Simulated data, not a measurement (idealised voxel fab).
process module | voxel self aligned contacts
cross-section cut | 215 nm wide | cells 5 nm
A cross-section is a grid of square cells, given in bands from the top down. A band is one or more rows of cells.
Each band's line starts with the height of the band's top and of its bottom, in nm. Then come its materials from left to right, each with its width in nm. One material with "throughout" fills the band from edge to edge. "air" is empty space.
Height 0 is the level under which the wafer as received is all one material. The lowest band goes on downwards, as in "0 down".
A width such as "30 to 40" changes by the same amount from each row of cells to the next, from the band's top row to its bottom row.
"no change" after a step means that no cell of the cross-section changed.
closed voids: empty space of 8 cells or more with no open way to the top, each as width x height at its distance from the left edge, in nm
after a step's settings: what the simulator itself notes on the step
overlay nm, on a step with a mask: how far to the right of its planned place the mask lay; to the left if negative
plan
1 op RECEIVE | material Si
2 op CONFORMAL_DEP | material SiO2 | thk nm 5
3 op DIRECTIONAL_DEP | material polySi | thk nm 20
4 op DIRECTIONAL_DEP | material SiN | thk nm 25
5 op MASKED_ETCH | tone cover | mask id GATE | width nm 25 | pitch nm 60 | etch materials SiN | depth nm 25 | overlay nm 0
6 op MASKED_ETCH | tone cover | mask id GATE | width nm 25 | pitch nm 60 | etch materials polySi | depth nm 20 | overlay nm 0
7 op CONFORMAL_DEP | material SiN | thk nm 10
8 op DIRECTIONAL_ETCH | etch materials SiN | depth nm 10
9 op FILL_DEP | material SiO2 | thk nm 10
10 op CMP | height nm 55
11 op DIRECTIONAL_DEP | material aC | thk nm 10
12 op PATTERN | tone open | mask id CONTACT | material resist | width nm 45 | thk nm 30 | overlay nm 0
13 op DIRECTIONAL_ETCH | etch materials aC | depth nm 10
14 op STRIP | etch materials resist
15 op DIRECTIONAL_ETCH | etch materials SiO2 | depth nm 55
16 op STRIP | etch materials aC
17 op CONFORMAL_DEP | material TiN | thk nm 5
18 op FILL_DEP | material Ru | thk nm 5
19 op CMP | height nm 55
20 op CONFORMAL_DEP | material SiCN | thk nm 5
as received, after step 1
  0 down: Si throughout
  closed voids: none
a wafer at the end: this start, this plan, one mistake
  60 to 55: SiCN throughout
  55 to 50: SiO2 85 | TiN 20 | Ru 5 | TiN 20 | SiO2 85
  50 to 35: SiO2 55 | SiN 10 | polySi 25 | SiN 10 | TiN 5 | Ru 5 | TiN 5 | SiN 10 | polySi 25 | SiN 10 | SiO2 55
  35 to 30: SiO2 55 | SiN 10 | polySi 25 | SiN 10 | TiN 15 | SiN 10 | polySi 25 | SiN 10 | SiO2 55
  30 to 5: SiN throughout
  5 to 0: SiO2 throughout
  0 down: Si throughout
  closed voids: none
what went wrong: steps 3 and 4 were swapped
